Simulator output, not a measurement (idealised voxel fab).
The process module presented herein is designated voxel double patterning.
This is section cut - it's 180 nm across, gridded in 5 nm square cells.
We lay out every cross-section as a grid of square cells and spell it out in bands from the top down, where one band means one or more rows of cells. Band entry format. Leading values: height of top, height of bottom, nm. Remainder: materials in left-to-right order, each with its width in nm. Special words: "full width" on a single material, which then fills the band edge to edge; "empty", empty space. The reference from which all heights are counted is 0, the level beneath which the as-received wafer is entirely one material; the lowest band, having no lower bound, proceeds downward and is written after the example "0 -> down". Width spec "30 to 40" -> top row of cells at first value, bottom row at second value, equal per-row change in between. Basically "nothing changed" means that step didn't change any cell in the cross-section. The list in "Sealed void list" covers empty spaces of 8 cells or more that cannot reach the top through any open way, and it gives each as width x height at distance; the distance is from the left edge, and width, height and distance are in nm. Formally, on a step line, whatever follows the settings is a remark that the simulator itself makes on the step. When a step includes a mask, the "overlay nm" setting on its line states how far to the right of its planned place that mask lay, and negative values state how far to the left. Everything after this point is organized in pairs: a cross-section before one process step, a cross-section after it that shows only as deep as the lowest changed band, and, under the pair, the intervening step with its settings. Because different runs of this module on the same starting wafer can supply different pairs, a pair continues from the pair above it only if its entry headed "State on entry" says so.
### State on entry
  65 -> 50: resist: 55 / empty: 15 / resist: 35 / empty: 15 / resist: 60
  50 -> 45: aC: 30 / resist: 20 / aC: 5 / empty: 15 / aC: 10 / resist: 20 / aC: 5 / empty: 15 / aC: 10 / resist: 20 / aC: 30
  45 -> 35: aC: 55 / empty: 15 / aC: 35 / empty: 15 / aC: 60
  35 -> 30: SiN: 30 / aC: 20 / SiN: 30 / aC: 20 / SiN: 30 / aC: 20 / SiN: 30
  30 -> 10: W full width
  10 -> 0: SiO2 full width
  0 -> down: Si full width
  Sealed void list: none
### Cross-Section After Step
  50 -> 45: aC: 30 / empty: 20 / aC: 5 / empty: 15 / aC: 10 / empty: 20 / aC: 5 / empty: 15 / aC: 10 / empty: 20 / aC: 30
  Below 45, no change.
  Sealed void list: none
Before/after cross-sections above; step in between: STRIP: etch materials resist
State on entry: The initial state for this step is given by the after cross-section of the immediately preceding pair.
### Cross-Section After Step
  50 -> 45: aC: 30 / empty: 20 / aC: 5 / empty: 15 / aC: 10 / empty: 20 / aC: 5 / empty: 15 / aC: 10 / empty: 20 / aC: 30
  45 -> 35: aC: 55 / empty: 15 / aC: 35 / empty: 15 / aC: 60
  35 -> 30: SiN: 30 / aC: 20 / SiN: 5 / empty: 15 / SiN: 10 / aC: 20 / SiN: 5 / empty: 15 / SiN: 10 / aC: 20 / SiN: 30
  Below 30, no change.
  Sealed void list: none
Before/after cross-sections above; step in between: DIRECTIONAL_ETCH: etch materials SiN, depth nm 5
State on entry: The initial state for this step is given by the after cross-section of the immediately preceding pair.
### Cross-Section After Step
  35 -> 30: SiN: 30 / empty: 20 / SiN: 5 / empty: 15 / SiN: 10 / empty: 20 / SiN: 5 / empty: 15 / SiN: 10 / empty: 20 / SiN: 30
  Below 30, no change.
  Sealed void list: none
Before/after cross-sections above; step in between: STRIP: etch materials aC
State on entry: The initial state for this step is given by the after cross-section of the immediately preceding pair.
### Cross-Section After Step
  35 -> 30: SiN: 30 / empty: 20 / SiN: 5 / empty: 15 / SiN: 10 / empty: 20 / SiN: 5 / empty: 15 / SiN: 10 / empty: 20 / SiN: 30
  30 -> 10: W: 30 / empty: 20 / W: 5 / empty: 15 / W: 10 / empty: 20 / W: 5 / empty: 15 / W: 10 / empty: 20 / W: 30
  Below 10, no change.
  Sealed void list: none
Before/after cross-sections above; step in between: DIRECTIONAL_ETCH: etch materials W, depth nm 20
State on entry: The initial state for this step is given by the after cross-section of the immediately preceding pair.
### Cross-Section After Step
  30 -> 10: W: 30 / empty: 20 / W: 5 / empty: 15 / W: 10 / empty: 20 / W: 5 / empty: 15 / W: 10 / empty: 20 / W: 30
  Below 10, no change.
  Sealed void list: none
Before/after cross-sections above; step in between: STRIP: etch materials SiN
### State on entry
  35 -> 30: SiN full width
  30 -> 10: W full width
  10 -> 0: SiO2 full width
  0 -> down: Si full width
  Sealed void list: none
### Cross-Section After Step
  50 -> 35: resist: 40 / empty: 15 / resist: 35 / empty: 15 / resist: 35 / empty: 15 / resist: 25
  Below 35, no change.
  Sealed void list: none
Before/after cross-sections above; step in between: PATTERN: tone open, mask id FIRST, material resist, width nm 15, pitch nm 50, thk nm 15, overlay nm 10
State on entry: The initial state for this step is given by the after cross-section of the immediately preceding pair.
### Cross-Section After Step
  50 -> 35: resist: 40 / empty: 15 / resist: 35 / empty: 15 / resist: 35 / empty: 15 / resist: 25
  35 -> 30: SiN: 40 / empty: 15 / SiN: 35 / empty: 15 / SiN: 35 / empty: 15 / SiN: 25
  Below 30, no change.
  Sealed void list: none
Before/after cross-sections above; step in between: DIRECTIONAL_ETCH: etch materials SiN, depth nm 5
State on entry: The initial state for this step is given by the after cross-section of the immediately preceding pair.
### Cross-Section After Step
  35 -> 30: SiN: 40 / empty: 15 / SiN: 35 / empty: 15 / SiN: 35 / empty: 15 / SiN: 25
  Below 30, no change.
  Sealed void list: none
Before/after cross-sections above; step in between: STRIP: etch materials resist
State on entry: The initial state for this step is given by the after cross-section of the immediately preceding pair.
### Cross-Section After Step
  50 -> 45: aC: 40 / empty: 15 / aC: 35 / empty: 15 / aC: 35 / empty: 15 / aC: 25
  45 -> 35: aC full width
  35 -> 30: SiN: 40 / aC: 15 / SiN: 35 / aC: 15 / SiN: 35 / aC: 15 / SiN: 25
  Below 30, no change.
  Sealed void list: none
Before/after cross-sections above; step in between: DIRECTIONAL_DEP: material aC, thk nm 15
State on entry: The initial state for this step is given by the after cross-section of the immediately preceding pair.
### Cross-Section After Step
  80 -> 50: resist: 55 / empty: 15 / resist: 35 / empty: 15 / resist: 60
  50 -> 45: aC: 40 / resist: 15 / aC: 35 / resist: 15 / aC: 35 / resist: 15 / aC: 25
  Below 45, no change.
  Sealed void list: none
Before/after cross-sections above; step in between: PATTERN: tone open, mask id SECOND, material resist, width nm 15, pitch nm 50, thk nm 30, overlay nm 0
State on entry: The initial state for this step is given by the after cross-section of the immediately preceding pair.
### Cross-Section After Step
  65 -> 50: resist: 55 / empty: 15 / resist: 35 / empty: 15 / resist: 60
  50 -> 45: aC: 40 / resist: 15 / empty: 15 / aC: 20 / resist: 15 / empty: 15 / aC: 20 / resist: 15 / aC: 25
  45 -> 35: aC: 55 / empty: 15 / aC: 35 / empty: 15 / aC: 60
  Below 35, no change.
  Sealed void list: none
Before/after cross-sections above; step in between: DIRECTIONAL_ETCH: etch materials aC, depth nm 15
State on entry: The initial state for this step is given by the after cross-section of the immediately preceding pair.
### Cross-Section After Step
  50 -> 45: aC: 40 / empty: 30 / aC: 20 / empty: 30 / aC: 20 / empty: 15 / aC: 25
  Below 45, no change.
  Sealed void list: none
Before/after cross-sections above; step in between: STRIP: etch materials resist
State on entry: The initial state for this step is given by the after cross-section of the immediately preceding pair.
### Cross-Section After Step
  50 -> 45: aC: 40 / empty: 30 / aC: 20 / empty: 30 / aC: 20 / empty: 15 / aC: 25
  45 -> 35: aC: 55 / empty: 15 / aC: 35 / empty: 15 / aC: 60
  35 -> 30: SiN: 40 / aC: 15 / empty: 15 / SiN: 20 / aC: 15 / empty: 15 / SiN: 20 / aC: 15 / SiN: 25
  Below 30, no change.
  Sealed void list: none
Before/after cross-sections above; step in between: DIRECTIONAL_ETCH: etch materials SiN, depth nm 5
State on entry: The initial state for this step is given by the after cross-section of the immediately preceding pair.
### Cross-Section After Step
  35 -> 30: SiN: 40 / empty: 30 / SiN: 20 / empty: 30 / SiN: 20 / empty: 15 / SiN: 25
  Below 30, no change.
  Sealed void list: none
Before/after cross-sections above; step in between: STRIP: etch materials aC
State on entry: The initial state for this step is given by the after cross-section of the immediately preceding pair.
### Cross-Section After Step
  35 -> 30: SiN: 40 / empty: 30 / SiN: 20 / empty: 30 / SiN: 20 / empty: 15 / SiN: 25
  30 -> 10: W: 40 / empty: 30 / W: 20 / empty: 30 / W: 20 / empty: 15 / W: 25
  Below 10, no change.
  Sealed void list: none
Before/after cross-sections above; step in between: DIRECTIONAL_ETCH: etch materials W, depth nm 20
State on entry: The initial state for this step is given by the after cross-section of the immediately preceding pair.
### Cross-Section After Step
  30 -> 10: W: 40 / empty: 30 / W: 20 / empty: 30 / W: 20 / empty: 15 / W: 25
  Below 10, no change.
  Sealed void list: none
Before/after cross-sections above; step in between: STRIP: etch materials SiN
### State on entry
  10 -> 0: SiO2 full width
  0 -> down: Si full width
  Sealed void list: none
### Cross-Section After Step
  30 -> 0: SiO2 full width
  Below 0, no change.
  Sealed void list: none
Before/after cross-sections above; step in between: DIRECTIONAL_DEP: material SiO2, thk nm 20
State on entry: The initial state for this step is given by the after cross-section of the immediately preceding pair.
### Cross-Section After Step
  35 -> 30: SiN full width
  Below 30, no change.
  Sealed void list: none
Before/after cross-sections above; step in between: DIRECTIONAL_DEP: material SiN, thk nm 5
State on entry: The initial state for this step is given by the after cross-section of the immediately preceding pair.
### Cross-Section After Step
  50 -> 35: resist: 30 / empty: 15 / resist: 35 / empty: 15 / resist: 35 / empty: 15 / resist: 35
  Below 35, no change.
  Sealed void list: none
Before/after cross-sections above; step in between: PATTERN: tone open, mask id FIRST, material resist, width nm 15, pitch nm 50, thk nm 15, overlay nm 0
State on entry: The initial state for this step is given by the after cross-section of the immediately preceding pair.
### Cross-Section After Step
  50 -> 35: resist: 30 / empty: 15 / resist: 35 / empty: 15 / resist: 35 / empty: 15 / resist: 35
  35 -> 30: SiN: 30 / empty: 15 / SiN: 35 / empty: 15 / SiN: 35 / empty: 15 / SiN: 35
  Below 30, no change.
  Sealed void list: none
Before/after cross-sections above; step in between: DIRECTIONAL_ETCH: etch materials SiN, depth nm 5
State on entry: The initial state for this step is given by the after cross-section of the immediately preceding pair.
### Cross-Section After Step
  35 -> 30: SiN: 30 / empty: 15 / SiN: 35 / empty: 15 / SiN: 35 / empty: 15 / SiN: 35
  Below 30, no change.
  Sealed void list: none
Before/after cross-sections above; step in between: STRIP: etch materials resist
State on entry: The initial state for this step is given by the after cross-section of the immediately preceding pair.
### Cross-Section After Step
  50 -> 45: aC: 30 / empty: 15 / aC: 35 / empty: 15 / aC: 35 / empty: 15 / aC: 35
  45 -> 35: aC full width
  35 -> 30: SiN: 30 / aC: 15 / SiN: 35 / aC: 15 / SiN: 35 / aC: 15 / SiN: 35
  Below 30, no change.
  Sealed void list: none
Before/after cross-sections above; step in between: DIRECTIONAL_DEP: material aC, thk nm 15
State on entry: The initial state for this step is given by the after cross-section of the immediately preceding pair.
### Cross-Section After Step
  80 -> 50: resist: 55 / empty: 15 / resist: 35 / empty: 15 / resist: 60
  50 -> 45: aC: 30 / resist: 15 / aC: 35 / resist: 15 / aC: 35 / resist: 15 / aC: 35
  Below 45, no change.
  Sealed void list: none
Before/after cross-sections above; step in between: PATTERN: tone open, mask id SECOND, material resist, width nm 15, pitch nm 50, thk nm 30, overlay nm 0
State on entry: The initial state for this step is given by the after cross-section of the immediately preceding pair.
### Cross-Section After Step
  65 -> 50: resist: 55 / empty: 15 / resist: 35 / empty: 15 / resist: 60
  50 -> 45: aC: 30 / resist: 15 / aC: 10 / empty: 15 / aC: 10 / resist: 15 / aC: 10 / empty: 15 / aC: 10 / resist: 15 / aC: 35
  45 -> 35: aC: 55 / empty: 15 / aC: 35 / empty: 15 / aC: 60
  Below 35, no change.
  Sealed void list: none
Before/after cross-sections above; step in between: DIRECTIONAL_ETCH: etch materials aC, depth nm 15
State on entry: The initial state for this step is given by the after cross-section of the immediately preceding pair.
### Cross-Section After Step
  50 -> 45: aC: 30 / empty: 15 / aC: 10 / empty: 15 / aC: 10 / empty: 15 / aC: 10 / empty: 15 / aC: 10 / empty: 15 / aC: 35
  Below 45, no change.
  Sealed void list: none
Before/after cross-sections above; step in between: STRIP: etch materials resist
State on entry: The initial state for this step is given by the after cross-section of the immediately preceding pair.
### Cross-Section After Step
  50 -> 45: aC: 30 / empty: 15 / aC: 10 / empty: 15 / aC: 10 / empty: 15 / aC: 10 / empty: 15 / aC: 10 / empty: 15 / aC: 35
  45 -> 35: aC: 55 / empty: 15 / aC: 35 / empty: 15 / aC: 60
  35 -> 30: SiN: 30 / aC: 15 / SiN: 10 / empty: 15 / SiN: 10 / aC: 15 / SiN: 10 / empty: 15 / SiN: 10 / aC: 15 / SiN: 35
  Below 30, no change.
  Sealed void list: none
Before/after cross-sections above; step in between: DIRECTIONAL_ETCH: etch materials SiN, depth nm 5
State on entry: The initial state for this step is given by the after cross-section of the immediately preceding pair.
### Cross-Section After Step
  35 -> 30: SiN: 30 / empty: 15 / SiN: 10 / empty: 15 / SiN: 10 / empty: 15 / SiN: 10 / empty: 15 / SiN: 10 / empty: 15 / SiN: 35
  Below 30, no change.
  Sealed void list: none
Before/after cross-sections above; step in between: STRIP: etch materials aC
State on entry: The initial state for this step is given by the after cross-section of the immediately preceding pair.
### Cross-Section After Step
  30 -> 0: SiO2 full width
  Below 0, no change.
  Sealed void list: none
Before/after cross-sections above; step in between: STRIP: etch materials SiN
### State on entry
  35 -> 30: SiN full width
  30 -> 10: W full width
  10 -> 0: SiO2 full width
  0 -> down: Si full width
  Sealed void list: none
### Cross-Section After Step
  50 -> 35: empty: 30 / resist: 15 / empty: 35 / resist: 15 / empty: 35 / resist: 15 / empty: 35
  Below 35, no change.
  Sealed void list: none
Before/after cross-sections above; step in between: PATTERN: tone cover, mask id FIRST, material resist, width nm 15, pitch nm 50, thk nm 15, overlay nm 0
State on entry: The initial state for this step is given by the after cross-section of the immediately preceding pair.
### Cross-Section After Step
  50 -> 35: empty: 30 / resist: 15 / empty: 35 / resist: 15 / empty: 35 / resist: 15 / empty: 35
  35 -> 30: empty: 30 / SiN: 15 / empty: 35 / SiN: 15 / empty: 35 / SiN: 15 / empty: 35
  Below 30, no change.
  Sealed void list: none
Before/after cross-sections above; step in between: DIRECTIONAL_ETCH: etch materials SiN, depth nm 5
State on entry: The initial state for this step is given by the after cross-section of the immediately preceding pair.
### Cross-Section After Step
  35 -> 30: empty: 30 / SiN: 15 / empty: 35 / SiN: 15 / empty: 35 / SiN: 15 / empty: 35
  Below 30, no change.
  Sealed void list: none
Before/after cross-sections above; step in between: STRIP: etch materials resist
State on entry: The initial state for this step is given by the after cross-section of the immediately preceding pair.
### Cross-Section After Step
  50 -> 45: empty: 30 / aC: 15 / empty: 35 / aC: 15 / empty: 35 / aC: 15 / empty: 35
  45 -> 35: aC full width
  35 -> 30: aC: 30 / SiN: 15 / aC: 35 / SiN: 15 / aC: 35 / SiN: 15 / aC: 35
  Below 30, no change.
  Sealed void list: none
Before/after cross-sections above; step in between: DIRECTIONAL_DEP: material aC, thk nm 15
State on entry: The initial state for this step is given by the after cross-section of the immediately preceding pair.
### Cross-Section After Step
  80 -> 50: resist: 55 / empty: 15 / resist: 35 / empty: 15 / resist: 60
  50 -> 45: resist: 30 / aC: 15 / resist: 10 / empty: 15 / resist: 10 / aC: 15 / resist: 10 / empty: 15 / resist: 10 / aC: 15 / resist: 35
  Below 45, no change.
  Sealed void list: none
Before/after cross-sections above; step in between: PATTERN: tone open, mask id SECOND, material resist, width nm 15, pitch nm 50, thk nm 30, overlay nm 0
State on entry: The initial state for this step is given by the after cross-section of the immediately preceding pair.
### Cross-Section After Step
  65 -> 50: resist: 55 / empty: 15 / resist: 35 / empty: 15 / resist: 60
  50 -> 45: resist: 30 / aC: 15 / resist: 10 / empty: 15 / resist: 10 / aC: 15 / resist: 10 / empty: 15 / resist: 10 / aC: 15 / resist: 35
  45 -> 35: aC: 55 / empty: 15 / aC: 35 / empty: 15 / aC: 60
  35 -> 30: aC: 30 / SiN: 15 / aC: 10 / empty: 15 / aC: 10 / SiN: 15 / aC: 10 / empty: 15 / aC: 10 / SiN: 15 / aC: 35
  Below 30, no change.
  Sealed void list: none
Before/after cross-sections above; step in between: DIRECTIONAL_ETCH: etch materials aC, depth nm 15
State on entry: The initial state for this step is given by the after cross-section of the immediately preceding pair.
### Cross-Section After Step
  50 -> 45: empty: 30 / aC: 15 / empty: 35 / aC: 15 / empty: 35 / aC: 15 / empty: 35
  Below 45, no change.
  Sealed void list: none
Before/after cross-sections above; step in between: STRIP: etch materials resist
State on entry: The initial state for this step is given by the after cross-section of the immediately preceding pair.
### Cross-Section After Step
  35 -> 30: empty: 30 / SiN: 15 / empty: 35 / SiN: 15 / empty: 35 / SiN: 15 / empty: 35
  Below 30, no change.
  Sealed void list: none
Before/after cross-sections above; step in between: STRIP: etch materials aC
State on entry: The initial state for this step is given by the after cross-section of the immediately preceding pair.
### Cross-Section After Step
  35 -> 30: empty: 30 / SiN: 15 / empty: 35 / SiN: 15 / empty: 35 / SiN: 15 / empty: 35
  30 -> 10: empty: 30 / W: 15 / empty: 35 / W: 15 / empty: 35 / W: 15 / empty: 35
  Below 10, no change.
  Sealed void list: none
Before/after cross-sections above; step in between: DIRECTIONAL_ETCH: etch materials W, depth nm 20
State on entry: The initial state for this step is given by the after cross-section of the immediately preceding pair.
### Cross-Section After Step
  30 -> 10: empty: 30 / W: 15 / empty: 35 / W: 15 / empty: 35 / W: 15 / empty: 35
  Below 10, no change.
  Sealed void list: none
Before/after cross-sections above; step in between: STRIP: etch materials SiN
